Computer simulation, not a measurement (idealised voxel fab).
Name of the process module below: voxel self aligned vias
The width of the displayed cross-section, cut, is 175 nm; its cells are square, with a size of 5 nm.
When this document writes out a cross-section, it uses a grid of square cells and lists it as bands, beginning at the top and moving down, with a band standing for one or more rows of cells. Band: top and bottom heights (nm) first, top before bottom; then materials from left to right, widths in nm. "all across" marks a sole material filling the band edge to edge. "empty" denotes empty space. Counting heights begins at 0, where everything beneath is, in the wafer as received, one material. The lowest band has no bottom; it goes on downwards, as "top 0, no bottom" shows. The notation "30 to 40" denotes a width that varies across the rows of cells in the band, beginning at the first number in the top row, finishing at the second number in the bottom row, and changing by an identical amount from each row to the next. No cell of the cross-section changed in a step that is given as "remained the same". Basically, "Encapsulated voids" tells you about the enclosed voids: empty spaces with no open way to the top, 8 cells or bigger, each written width x height at distance, where distance is from the left edge, all in nm. Whatever follows a step's settings on its line is a remark the simulator itself makes about that step. Each step line may optionally specify "overlay nm", which for a step with a mask gives the rightward distance between the mask's planned place and where it lay, a negative value indicating the leftward direction.

Process steps - plan:
| 1 | op RECEIVE | material Si |
| 2 | op CONFORMAL_DEP | material SiO2 | thk nm 10 |
| 3 | op CONFORMAL_DEP | material SiCN | thk nm 5 |
| 4 | op DIRECTIONAL_DEP | material lowk | thk nm 25 |
| 5 | op MASKED_ETCH | tone open | mask id LINES | width nm 30 | pitch nm 75 | etch materials lowk | depth nm 25 | overlay nm 0 |
| 6 | op CONFORMAL_DEP | material TiN | thk nm 5 |
| 7 | op FILL_DEP | material Ru | thk nm 10 |
| 8 | op CMP | height nm 40 |
| 9 | op SELECTIVE_ETCH | etch materials W Ru TiN | depth nm 10 |
| 10 | op FILL_DEP | material SiN | thk nm 10 |
| 11 | op CMP | height nm 40 |
| 12 | op DIRECTIONAL_DEP | material lowk | thk nm 20 |
| 13 | op MASKED_ETCH | tone open | mask id VIAS | width nm 50 | etch materials lowk | depth nm 20 | overlay nm 0 |
| 14 | op MASKED_ETCH | tone open | mask id VIAS | width nm 50 | etch materials SiN | depth nm 10 | overlay nm 0 |
| 15 | op CONFORMAL_DEP | material TiN | thk nm 5 |
| 16 | op FILL_DEP | material Cu | thk nm 5 |
| 17 | op CMP | height nm 60 |
| 18 | op CONFORMAL_DEP | material SiN | thk nm 5 |

As received (post step 1): cross-section:
* top 0, no bottom  Si all across
* Encapsulated voids: none

Run as planned - first of the two wafers cross-sectioned at the end of the module:
* top 65, bottom 60  SiN all across
* top 60, bottom 45  lowk (25); TiN (5); Cu (40); TiN (5); lowk (100)
* top 45, bottom 40  lowk (25); TiN (15); Cu (20); TiN (15); lowk (100)
* top 40, bottom 35  lowk (35); TiN (5); Cu (20); TiN (5); lowk (45); SiN (30); lowk (35)
* top 35, bottom 30  lowk (35); TiN (30); lowk (45); SiN (30); lowk (35)
* top 30, bottom 20  lowk (35); TiN (5); Ru (20); TiN (5); lowk (45); TiN (5); Ru (20); TiN (5); lowk (35)
* top 20, bottom 15  lowk (35); TiN (30); lowk (45); TiN (30); lowk (35)
* top 15, bottom 10  SiCN all across
* top 10, bottom 0  SiO2 all across
* top 0, no bottom  Si all across
* Encapsulated voids: none

Here's the second of our two wafers sectioned at module end. Same start as the first, same plan, but one mistake got made running it:
* top 65, bottom 60  SiN all across
* top 60, bottom 45  lowk (30); TiN (5); Cu (30); TiN (5); lowk (105)
* top 45, bottom 40  lowk (30); TiN (10); Cu (20); TiN (10); lowk (105)
* top 40, bottom 35  lowk (35); TiN (5); Cu (20); TiN (5); lowk (45); SiN (30); lowk (35)
* top 35, bottom 30  lowk (35); TiN (30); lowk (45); SiN (30); lowk (35)
* top 30, bottom 20  lowk (35); TiN (5); Ru (20); TiN (5); lowk (45); TiN (5); Ru (20); TiN (5); lowk (35)
* top 20, bottom 15  lowk (35); TiN (30); lowk (45); TiN (30); lowk (35)
* top 15, bottom 10  SiCN all across
* top 10, bottom 0  SiO2 all across
* top 0, no bottom  Si all across
* Encapsulated voids: none
Where did the run depart from the plan? step 13 was not run as planned; what actually ran was op MASKED_ETCH | tone open | mask id VIAS | width nm 40 | etch materials lowk | depth nm 20 | overlay nm 0
Wrapping up, a cell-based count of both wafers puts the second over or under the first for these materials: Cu: 6 fewer, TiN: 2 fewer, lowk: 8 more
